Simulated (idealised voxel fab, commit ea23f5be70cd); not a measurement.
Process module, titled voxel released beams
Square cell edge 5 nm, section width 225 nm, ID cut.
Cross-section layout: square cells on a grid; listed as bands, top to bottom; a band spans one or more cell rows. Top height, bottom height, nm. Materials left to right, width each, nm. Single material + "full width" = fills band edge to edge. "air" = empty. Heads up on the height convention: 0 is the point under which the incoming wafer is all one material, and the lowest band has no bottom, it just keeps going down, like "z 0 and below". The notation "30 to 40" denotes a width that varies across the rows of cells in the band, beginning at the first number in the top row, finishing at the second number in the bottom row, and changing by an identical amount from each row to the next. "no change occurred" (step): cross-section cells unchanged, all of them. Heads up: "Enclosed void listing" only lists the empty pockets with no open path to the top that are 8 cells or more, and it writes them as width x height at distance, distance from the left edge, in nm. If you see something after the settings on a step's line, that's the simulator's own remark about that step. The optional step-line setting "overlay nm" applies to steps with a mask and quantifies how far to the right of its planned location the mask lay, a negative value indicating leftward placement.

[This section lists the process steps that were planned]
1: RECEIVE | material Si
2: CONFORMAL_DEP | material Al2O3 | thk nm 10
3: DIRECTIONAL_DEP | material SiO2 | thk nm 15
4: MASKED_ETCH | tone open | mask id ANCHOR | width nm 45 | etch materials SiO2 | depth nm 15 | overlay nm 0
5: CONFORMAL_DEP | material polySi | thk nm 15
6: MASKED_ETCH | tone cover | mask id BEAM | width nm 100 | etch materials polySi | depth nm 15 | overlay nm 0
7: STRIP | etch materials SiO2

[So, the first of our two wafers, run just as we planned it]

[Here's what the wafer looked like in cross-section when it arrived - that's after step 1]
- z 0 and below  Si full width
- Enclosed void listing: none

[Presented here is a cross-section of the wafer after step 2 has been performed]
- z 10 to 0  Al2O3 full width
- Rest of section, below 0: as before.

[Presented here is a cross-section of the wafer after step 3 has been performed]
- z 25 to 10  SiO2 full width
- Rest of section, below 10: as before.

[Presented here is a cross-section of the wafer after step 4 has been performed]
- z 25 to 10  SiO2: 65, then air: 45, then SiO2: 115
- Rest of section, below 10: as before.

[Presented here is a cross-section of the wafer after step 5 has been performed]
- z 40 to 25  polySi: 80, then air: 15, then polySi: 130
- z 25 to 10  SiO2: 65, then polySi: 45, then SiO2: 115
- Rest of section, below 10: as before.

[Presented here is a cross-section of the wafer after step 6 has been performed]
- z 40 to 25  air: 60, then polySi: 20, then air: 15, then polySi: 65, then air: 65
- Rest of section, below 25: as before.

[Presented here is a cross-section of the wafer after step 7 has been performed]
- z 40 to 25  air: 60, then polySi: 20, then air: 15, then polySi: 65, then air: 65
- z 25 to 10  air: 65, then polySi: 45, then air: 115
- Rest of section, below 10: as before.

[The second wafer began exactly as the first did and followed the same plan, but one mistake was made while running it; through step 1 inclusive, the two wafers are identical]

Second wafer, section view, time point: scheduled end of step 2: no change occurred

[Second wafer, section view, time point: scheduled end of step 3]
- z 15 to 0  SiO2 full width
- Rest of section, below 0: as before.

[Second wafer, section view, time point: scheduled end of step 4]
- z 15 to 0  SiO2: 65, then air: 45, then SiO2: 115
- Rest of section, below 0: as before.

[Second wafer, section view, time point: scheduled end of step 5]
- z 30 to 15  polySi: 80, then air: 15, then polySi: 130
- z 15 to 0  SiO2: 65, then polySi: 45, then SiO2: 115
- Rest of section, below 0: as before.

[Second wafer, section view, time point: scheduled end of step 6]
- z 30 to 15  air: 60, then polySi: 20, then air: 15, then polySi: 65, then air: 65
- Rest of section, below 15: as before.

[Second wafer, section view, time point: scheduled end of step 7]
- z 30 to 15  air: 60, then polySi: 20, then air: 15, then polySi: 65, then air: 65
- z 15 to 0  air: 65, then polySi: 45, then air: 115
- Rest of section, below 0: as before.
Diagnosis: step 2 of the plan: omitted, not performed
It is noted that, at the conclusion of processing, the second wafer exhibits a higher or lower cell count for certain materials relative to the first: -90 Al2O3
